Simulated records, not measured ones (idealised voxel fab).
Title: Process Module voxel double patterning
Cross-sectional view cut (width: 245 nm; square cell size: 5 nm).
Cross-section spec: square-cell grid; bands listed top down; each band is one or more rows.
Look at the band entry: it leads with the top's height and the bottom's height in nm. Then it lists the materials left to right, with a width in nm for each. The word "full width" on a single material says that material fills the band edge to edge. The word "empty" is empty space.
We count height from 0. Below that, the starting wafer is all one material. The lowest band never ends at the bottom but goes on down; see "0 and below" for how that is written.
The two numbers in a width such as "30 to 40" mark its ends across the band: the first belongs to the top row of cells, the second to the bottom row, and from each row to the next the width moves by the same amount.
The cross-section has no changed cell in any step marked "no change occurred".
"Trapped void list" contains a list of empty spaces, each no smaller than 8 cells and without an open way to the top, written in the form width x height at distance with the distance from the left edge and all three in nm.
That trailing text on a step's line, after the settings, is the simulator's own remark on the step.
"overlay nm" answers the question of how far to the right of plan the mask lay on a step that has a mask, and when it is negative the answer is to the left.
The following list gives the planned process steps:
1. RECEIVE | material Si
2. CONFORMAL_DEP | material SiN | thk nm 10
3. DIRECTIONAL_DEP | material SiO2 | thk nm 15
4. DIRECTIONAL_DEP | material SiCN | thk nm 10
5. MASKED_ETCH | tone open | mask id FIRST | width nm 15 | pitch nm 50 | etch materials SiCN | depth nm 10 | overlay nm 0
6. DIRECTIONAL_DEP | material aC | thk nm 10
7. PATTERN | tone open | mask id SECOND | material resist | width nm 15 | pitch nm 50 | thk nm 30 | overlay nm 0
8. DIRECTIONAL_ETCH | etch materials aC | depth nm 10
9. STRIP | etch materials resist
10. DIRECTIONAL_ETCH | etch materials SiCN | depth nm 10
11. STRIP | etch materials aC
12. DIRECTIONAL_ETCH | etch materials SiO2 | depth nm 15
13. STRIP | etch materials SiCN
Heads up: all these wafers start the same, and what changes between them is the width nm in step 7. The value you see in the plan is just what the first wafer got.
Sectional view: first of several wafers, as received, after step 1:
    0 and below | Si full width
    Trapped void list: none
What follows is a table in which each wafer occupies a row; for the wafer as it stands at the close of the module, the row states, material by material, how many cells have been gained (+) or lost (-) since receipt, and then gives its closed voids:
width nm 15, +98 SiN, +102 SiO2, Trapped void list: none
width nm 20, +98 SiN, +96 SiO2, Trapped void list: none
width nm 25, +98 SiN, +90 SiO2, Trapped void list: none
width nm 30, +98 SiN, +84 SiO2, Trapped void list: none
